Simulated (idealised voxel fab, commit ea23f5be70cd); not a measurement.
Name of the process module below: voxel wiring stack
Pictured: cross-section cut, 270 nm wide, on a grid of 5 nm square cells.
The cross-sections in this document take the form of a grid made of square cells. They are written out as bands, in order from top to bottom. Each band consists of one or more rows of cells. For a band, the entry starts with two heights in nm, that of the top and then that of the bottom, and carries on with the band's materials in order from left to right, each alongside its width in nm; the word "everywhere" beside a single material means it fills the band edge to edge, and "empty" means empty space. Basically, 0 is our baseline, since under it the wafer straight out of the box is all one material. The bottom band has no lower end and keeps on going down, so it looks like "top 0, no bottom". Top row gets the first number, bottom row gets the second, and each row in between changes by the same step: that is how a band width like "30->40" works. Given "all unchanged" for a step, no cell of the cross-section differs between before and after that step. The entry "Sealed voids" lists the empty spaces that cover at least 8 cells and have no open path to the top. Each is written as width x height at distance, where the distance is measured from the left edge and all three values are in nm. Read whatever lies past the settings on a step's line as the simulator's own remark about the step. A step line may carry the setting "overlay nm", which, for steps involving a mask, states the distance by which the mask lay to the right of its intended position; negative values denote displacement to the left.
[This section lists the process steps that were planned]
1) RECEIVE (material Si)
2) CONFORMAL_DEP (material SiO2; thk nm 10)
3) CONFORMAL_DEP (material SiCN; thk nm 5)
4) DIRECTIONAL_DEP (material SiO2; thk nm 20)
5) MASKED_ETCH (tone open; mask id METAL_1; width nm 20; pitch nm 45; etch materials SiO2; depth nm 20; overlay nm 0)
6) MASKED_ETCH (tone open; mask id METAL_1; width nm 20; pitch nm 45; etch materials SiCN; depth nm 5; overlay nm 0)
7) CONFORMAL_DEP (material TiN; thk nm 5)
8) FILL_DEP (material Cu; thk nm 10)
9) CMP (height nm 35)
10) CONFORMAL_DEP (material SiCN; thk nm 5)
11) DIRECTIONAL_DEP (material SiO2; thk nm 30)
12) PATTERN (tone open; mask id METAL_2_HOLES; material resist; width nm 15; pitch nm 90; thk nm 15; overlay nm 0)
13) DIRECTIONAL_ETCH (etch materials SiO2; depth nm 30)
14) STRIP (etch materials resist)
15) DIRECTIONAL_DEP (material aC; thk nm 10)
16) PATTERN (tone open; mask id METAL_2; material resist; width nm 20; pitch nm 45; thk nm 25; overlay nm 0)
17) DIRECTIONAL_ETCH (etch materials aC; depth nm 10)
18) STRIP (etch materials resist)
19) DIRECTIONAL_ETCH (etch materials SiO2; depth nm 20)
20) DIRECTIONAL_ETCH (etch materials SiCN; depth nm 5)
21) STRIP (etch materials aC)
22) CONFORMAL_DEP (material TiN; thk nm 5)
23) FILL_DEP (material Cu; thk nm 5)
24) CMP (height nm 70)
25) CONFORMAL_DEP (material SiCN; thk nm 5)
26) DIRECTIONAL_DEP (material SiO2; thk nm 35)
27) PATTERN (tone open; mask id METAL_3_HOLES; material resist; width nm 15; pitch nm 45; thk nm 15; overlay nm 0)
28) DIRECTIONAL_ETCH (etch materials SiO2; depth nm 35)
29) STRIP (etch materials resist)
30) PATTERN (tone open; mask id METAL_3; material resist; width nm 20; pitch nm 45; thk nm 15; overlay nm 0)
31) DIRECTIONAL_ETCH (etch materials SiO2; depth nm 20)
32) DIRECTIONAL_ETCH (etch materials SiCN; depth nm 5)
33) STRIP (etch materials resist)
34) CONFORMAL_DEP (material TiN; thk nm 5)
35) FILL_DEP (material Cu; thk nm 5)
36) CMP (height nm 110)
37) CONFORMAL_DEP (material SiCN; thk nm 5)
38) DIRECTIONAL_DEP (material SiO2; thk nm 20)
39) DIRECTIONAL_DEP (material aC; thk nm 15)
40) PATTERN (tone open; mask id PLUG_3; material resist; width nm 15; pitch nm 90; thk nm 35; overlay nm 0)
41) DIRECTIONAL_ETCH (etch materials aC; depth nm 15)
42) STRIP (etch materials resist)
43) DIRECTIONAL_ETCH (etch materials SiO2; depth nm 20)
44) DIRECTIONAL_ETCH (etch materials SiCN; depth nm 5)
45) STRIP (etch materials aC)
46) CONFORMAL_DEP (material TiN; thk nm 5)
47) FILL_DEP (material Cu; thk nm 5)
48) CMP (height nm 135)
49) DIRECTIONAL_DEP (material TiN; thk nm 5)
50) DIRECTIONAL_DEP (material Ru; thk nm 25)
51) PATTERN (tone cover; mask id METAL_4; material resist; width nm 20; pitch nm 45; thk nm 20; overlay nm 0)
52) DIRECTIONAL_ETCH (etch materials Ru; depth nm 25)
53) DIRECTIONAL_ETCH (etch materials TiN; depth nm 5)
54) STRIP (etch materials resist)
55) FILL_DEP (material SiO2; thk nm 5)
56) CMP (height nm 165)
57) CONFORMAL_DEP (material SiCN; thk nm 5)
[Step 1 complete: cross-section of the wafer as received]
  top 0, no bottom: Si everywhere
  Sealed voids: none
[End state of the module in cross-section, given the above starting point and plan and one mistake in execution]
  top 170, bottom 165: SiCN everywhere
  top 165, bottom 140: SiO2 (55) | Ru (20) | SiO2 (25) | Ru (20) | SiO2 (25) | Ru (20) | SiO2 (25) | Ru (20) | SiO2 (60)
  top 140, bottom 135: SiO2 (55) | TiN (20) | SiO2 (25) | TiN (20) | SiO2 (25) | TiN (20) | SiO2 (25) | TiN (20) | SiO2 (60)
  top 135, bottom 130: SiCN (55) | TiN (15) | SiCN (75) | TiN (15) | SiCN (110)
  top 130, bottom 110: SiO2 everywhere
  top 110, bottom 95: SiO2 (55) | TiN (5) | Cu (10) | TiN (5) | SiO2 (25) | TiN (5) | Cu (10) | TiN (5) | SiO2 (25) | TiN (5) | Cu (10) | TiN (5) | SiO2 (25) | TiN (5) | Cu (10) | TiN (5) | SiO2 (60)
  top 95, bottom 90: SiO2 (55) | TiN (5) | Cu (5) | TiN (10) | SiO2 (25) | TiN (5) | Cu (5) | TiN (10) | SiO2 (25) | TiN (5) | Cu (5) | TiN (10) | SiO2 (25) | TiN (5) | Cu (5) | TiN (10) | SiO2 (60)
  top 90, bottom 75: SiO2 (55) | TiN (5) | Cu (5) | TiN (5) | SiO2 (30) | TiN (5) | Cu (5) | TiN (5) | SiO2 (30) | TiN (5) | Cu (5) | TiN (5) | SiO2 (30) | TiN (5) | Cu (5) | TiN (5) | SiO2 (65)
  top 75, bottom 70: SiCN (55) | TiN (15) | SiCN (30) | TiN (15) | SiCN (30) | TiN (15) | SiCN (30) | TiN (15) | SiCN (65)
  top 70, bottom 55: SiO2 (55) | TiN (5) | Cu (10) | TiN (5) | SiO2 (25) | TiN (5) | Cu (10) | TiN (5) | SiO2 (25) | TiN (5) | Cu (10) | TiN (5) | SiO2 (25) | TiN (5) | Cu (10) | TiN (5) | SiO2 (60)
  top 55, bottom 50: SiO2 (55) | TiN (5) | Cu (5) | TiN (10) | SiO2 (25) | TiN (20) | SiO2 (25) | TiN (5) | Cu (5) | TiN (10) | SiO2 (25) | TiN (20) | SiO2 (60)
  top 50, bottom 40: SiO2 (55) | TiN (5) | Cu (5) | TiN (5) | SiO2 (75) | TiN (5) | Cu (5) | TiN (5) | SiO2 (110)
  top 40, bottom 35: SiCN (55) | TiN (15) | SiCN (75) | TiN (15) | SiCN (110)
  top 35, bottom 15: SiO2 (55) | TiN (5) | Cu (10) | TiN (5) | SiO2 (25) | TiN (5) | Cu (10) | TiN (5) | SiO2 (25) | TiN (5) | Cu (10) | TiN (5) | SiO2 (25) | TiN (5) | Cu (10) | TiN (5) | SiO2 (60)
  top 15, bottom 10: SiCN (55) | TiN (20) | SiCN (25) | TiN (20) | SiCN (25) | TiN (20) | SiCN (25) | TiN (20) | SiCN (60)
  top 10, bottom 0: SiO2 everywhere
  top 0, no bottom: Si everywhere
  Sealed voids: none
In executing the process, a mistake was made relative to the plan: steps 37 and 38 swapped
